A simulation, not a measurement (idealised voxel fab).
Process module heading - voxel transistor to metal
This is section cut - it's 180 nm across, gridded in 5 nm square cells.
This document writes a cross-section as a grid whose cells are square, and gives it as bands, listed from the top down; one or more rows of cells form a band. Look at the band entry: it leads with the top's height and the bottom's height in nm. Then it lists the materials left to right, with a width in nm for each. The word "throughout" on a single material says that material fills the band edge to edge. The word "air" is empty space. Convention: height 0 is the level below which the wafer, as received, is all one material. The lowest band does not terminate at the bottom but continues downward, represented as "0 nm and below". A width given as "30..40" starts at the first number in the band's top row and ends at the second number in its bottom row, shifting by an equal amount at every step from row to row. No cell of the cross-section changed in a step that is given as "everything unchanged". What "Closed void register" gives you is every empty space of 8 cells or more that is cut off from the top. Each appears as width x height at distance, with the distance taken from the left edge and width, height and distance all in nm. If you see something after the settings on a step's line, that's the simulator's own remark about that step. overlay nm, on a step with a mask: how far to the right of its planned place the mask lay; to the left if negative.
Planned step list for the process:
1. op RECEIVE | material Si
2. op OXIDIZE | depth nm 5
3. op CONFORMAL_DEP | material SiN | thk nm 10
4. op PATTERN | tone cover | mask id ACTIVE | material resist | width nm 95 | thk nm 15 | overlay nm 0
5. op DIRECTIONAL_ETCH | etch materials SiN | depth nm 10
6. op DIRECTIONAL_ETCH | etch materials SiO2 | depth nm 5
7. op DIRECTIONAL_ETCH | etch materials Si | depth nm 25
8. op STRIP | etch materials resist
9. op OXIDIZE | depth nm 5
10. op FILL_DEP | material SiO2 | thk nm 15
11. op CMP | height nm 10
12. op SELECTIVE_ETCH | etch materials SiO2 | depth nm 5
13. op STRIP | etch materials SiN
14. op SELECTIVE_ETCH | etch materials SiO2 | depth nm 5
15. op OXIDIZE | depth nm 5
16. op DIRECTIONAL_DEP | material polySi | thk nm 20
17. op DIRECTIONAL_DEP | material SiCN | thk nm 10
18. op MASKED_ETCH | tone cover | mask id GATE | width nm 15 | etch materials SiCN | depth nm 20 | overlay nm 0
19. op MASKED_ETCH | tone cover | mask id GATE | width nm 15 | etch materials polySi | depth nm 30 | overlay nm 0
20. op CONFORMAL_DEP | material SiO2 | thk nm 5
21. op DIRECTIONAL_ETCH | etch materials SiO2 | depth nm 5
22. op CONFORMAL_DEP | material SiN | thk nm 10
23. op DIRECTIONAL_ETCH | etch materials SiN | depth nm 10
24. op DIRECTIONAL_ETCH | etch materials SiO2 | depth nm 5
25. op DIRECTIONAL_ETCH | etch materials Si | depth nm 15
26. op EPI | material nSi | thk nm 20
27. op FILL_DEP | material SiO2 | thk nm 5
28. op CMP | height nm 25
29. op DIRECTIONAL_DEP | material SiO2 | thk nm 10
30. op PATTERN | tone open | mask id CONTACT | material resist | width nm 25 | pitch nm 50 | thk nm 15 | overlay nm 0
31. op DIRECTIONAL_ETCH | etch materials SiO2 | depth nm 25
32. op STRIP | etch materials resist
33. op CONFORMAL_DEP | material TiN | thk nm 5
34. op FILL_DEP | material Ru | thk nm 5
35. op CMP | height nm 35
36. op CONFORMAL_DEP | material SiN | thk nm 5
37. op DIRECTIONAL_DEP | material lowk | thk nm 20
38. op PATTERN | tone open | mask id METAL_1 | material resist | width nm 15 | pitch nm 60 | thk nm 20 | overlay nm 0
39. op DIRECTIONAL_ETCH | etch materials lowk | depth nm 20
40. op DIRECTIONAL_ETCH | etch materials SiN | depth nm 5
41. op STRIP | etch materials resist
42. op CONFORMAL_DEP | material TiN | thk nm 5
43. op FILL_DEP | material W | thk nm 5
44. op CMP | height nm 60
45. op CONFORMAL_DEP | material SiCN | thk nm 5
Received-state cross-section, reflecting completion of step 1:
- 0 nm and below: Si throughout
- Closed void register: none
This is how the wafer looks in cross-section once the module is done, given the starting state and plan above and one mistake in carrying the plan out:
- 65 nm to 60 nm: SiCN throughout
- 60 nm to 40 nm: lowk: 50 | TiN: 5 | W: 5 | TiN: 5 | lowk: 45 | TiN: 5 | W: 5 | TiN: 5 | lowk: 55
- 40 nm to 35 nm: SiN: 50 | TiN: 15 | SiN: 45 | TiN: 15 | SiN: 55
- 35 nm to 25 nm: SiO2: 50 | TiN: 5 | Ru: 15..5 | TiN: 5..15 | SiO2: 25 | TiN: 5..15 | Ru: 15..5 | TiN: 5 | SiO2: 55
- 25 nm to 15 nm: SiO2: 50 | TiN: 5 | Ru: 5 | TiN: 5 | SiN: 10 | SiO2: 5 | SiCN: 15 | SiO2: 5 | SiN: 10 | TiN: 5 | Ru: 5 | TiN: 5 | SiO2: 55
- 15 nm to 10 nm: SiO2: 50 | TiN: 15 | SiN: 10 | SiO2: 5 | polySi: 15 | SiO2: 5 | SiN: 10 | TiN: 15 | SiO2: 55
- 10 nm to 0 nm: SiO2: 50 | nSi: 15 | SiN: 10 | SiO2: 5 | polySi: 15 | SiO2: 5 | SiN: 10 | nSi: 35 | SiO2: 35
- 0 nm to -5 nm: SiO2: 50 | SiN: 10 | nSi: 5 | SiN: 10 | SiO2: 5 | polySi: 15 | SiO2: 5 | SiN: 10 | nSi: 25 | SiN: 10 | SiO2: 35
- -5 nm to -10 nm: SiO2: 60 | nSi: 5 | SiO2: 45 | nSi: 25 | SiO2: 45
- -10 nm to -25 nm: SiO2: 55 | Si: 5 | nSi: 5 | Si: 45 | nSi: 25 | Si: 5 | SiO2: 40
- -25 nm to -35 nm: SiO2: 55 | Si: 85 | SiO2: 40
- -35 nm and below: Si throughout
- Closed void register: none
Finding, execution versus plan: step 4 went in with a setting other than planned; the actual run was op PATTERN | tone cover | mask id ACTIVE | material resist | width nm 95 | thk nm 15 | overlay nm 10
